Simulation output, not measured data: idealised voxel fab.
The following process module bears the name voxel trench capacitor.
Cross-section cut spans 200 nm and uses square cells 5 nm in size.
A cross-section is written here as square cells arranged in a grid, and it is given in bands from the top down, each band taking up one or more rows of cells. Basically the band line says how high the top is and how high the bottom is, in nm, and then what's in it from left to right, every material with its width in nm. Empty space shows up as "air", and if a single material carries "all across" it runs the full band edge to edge. Counting heights begins at 0, where everything beneath is, in the wafer as received, one material. The lowest band has no bottom; it goes on downwards, as "0..down" shows. When a width is written as two numbers, as in "30 to 40", the first number is the width in the top row of cells of the band and the second is the width in its bottom row, and the width changes by the same amount from each row to the next. No cell of the cross-section changed in a step that is given as "identical to before". The label "Sealed internal cavities" introduces a list of the empty spaces, 8 cells or larger, that have no open way up to the top; each entry in it reads width x height at distance, where the distance is taken from the left edge and all three are stated in nm. Heads up: the bit after the settings on a step's line is the simulator's remark on that step. overlay nm: step with mask; distance mask lay right of planned place; negative value = left of planned place.
## Steps in the process plan
1: RECEIVE (material Si)
2: CONFORMAL_DEP (material SiN; thk nm 10)
3: DIRECTIONAL_DEP (material aC; thk nm 10)
4: PATTERN (tone open; mask id TRENCH; material resist; width nm 25; pitch nm 45; thk nm 30; overlay nm 0)
5: DIRECTIONAL_ETCH (etch materials aC; depth nm 10)
6: STRIP (etch materials resist)
7: DIRECTIONAL_ETCH (etch materials SiN; depth nm 10)
8: DIRECTIONAL_ETCH (etch materials Si; depth nm 35)
9: STRIP (etch materials aC)
10: CONFORMAL_DEP (material SiO2; thk nm 5)
11: FILL_DEP (material polySi; thk nm 10)
12: CMP (height nm 10)
## as received, after step 1
	0..down: Si all across
	Sealed internal cavities: none
## first wafer at the end, as planned
	10..0: 20 nm SiN / 5 nm SiO2 / 15 nm polySi / 5 nm SiO2 / 20 nm SiN / 5 nm SiO2 / 15 nm polySi / 5 nm SiO2 / 20 nm SiN / 5 nm SiO2 / 15 nm polySi / 5 nm SiO2 / 20 nm SiN / 5 nm SiO2 / 15 nm polySi / 5 nm SiO2 / 20 nm SiN
	0..-30: 20 nm Si / 5 nm SiO2 / 15 nm polySi / 5 nm SiO2 / 20 nm Si / 5 nm SiO2 / 15 nm polySi / 5 nm SiO2 / 20 nm Si / 5 nm SiO2 / 15 nm polySi / 5 nm SiO2 / 20 nm Si / 5 nm SiO2 / 15 nm polySi / 5 nm SiO2 / 20 nm Si
	-30..-35: 20 nm Si / 25 nm SiO2 / 20 nm Si / 25 nm SiO2 / 20 nm Si / 25 nm SiO2 / 20 nm Si / 25 nm SiO2 / 20 nm Si
	-35..down: Si all across
	Sealed internal cavities: none
## End-of-module cross-section of the second wafer: identical starting point and process plan to the first, with one processing mistake
	10..0: 15 nm polySi / 5 nm SiO2 / 25 nm SiN / 5 nm SiO2 / 10 nm polySi / 5 nm SiO2 / 25 nm SiN / 5 nm SiO2 / 10 nm polySi / 5 nm SiO2 / 25 nm SiN / 5 nm SiO2 / 10 nm polySi / 5 nm SiO2 / 25 nm SiN / 5 nm SiO2 / 15 nm polySi
	0..-30: 15 nm polySi / 5 nm SiO2 / 25 nm Si / 5 nm SiO2 / 10 nm polySi / 5 nm SiO2 / 25 nm Si / 5 nm SiO2 / 10 nm polySi / 5 nm SiO2 / 25 nm Si / 5 nm SiO2 / 10 nm polySi / 5 nm SiO2 / 25 nm Si / 5 nm SiO2 / 15 nm polySi
	-30..-35: 20 nm SiO2 / 25 nm Si / 20 nm SiO2 / 25 nm Si / 20 nm SiO2 / 25 nm Si / 20 nm SiO2 / 25 nm Si / 20 nm SiO2
	-35..down: Si all across
	Sealed internal cavities: none
Where did the run depart from the plan? not per plan at step 4, really ran PATTERN (tone cover; mask id TRENCH; material resist; width nm 25; pitch nm 45; thk nm 30; overlay nm 0)
End check, second vs first wafer: material counts in cells match, positions do not.
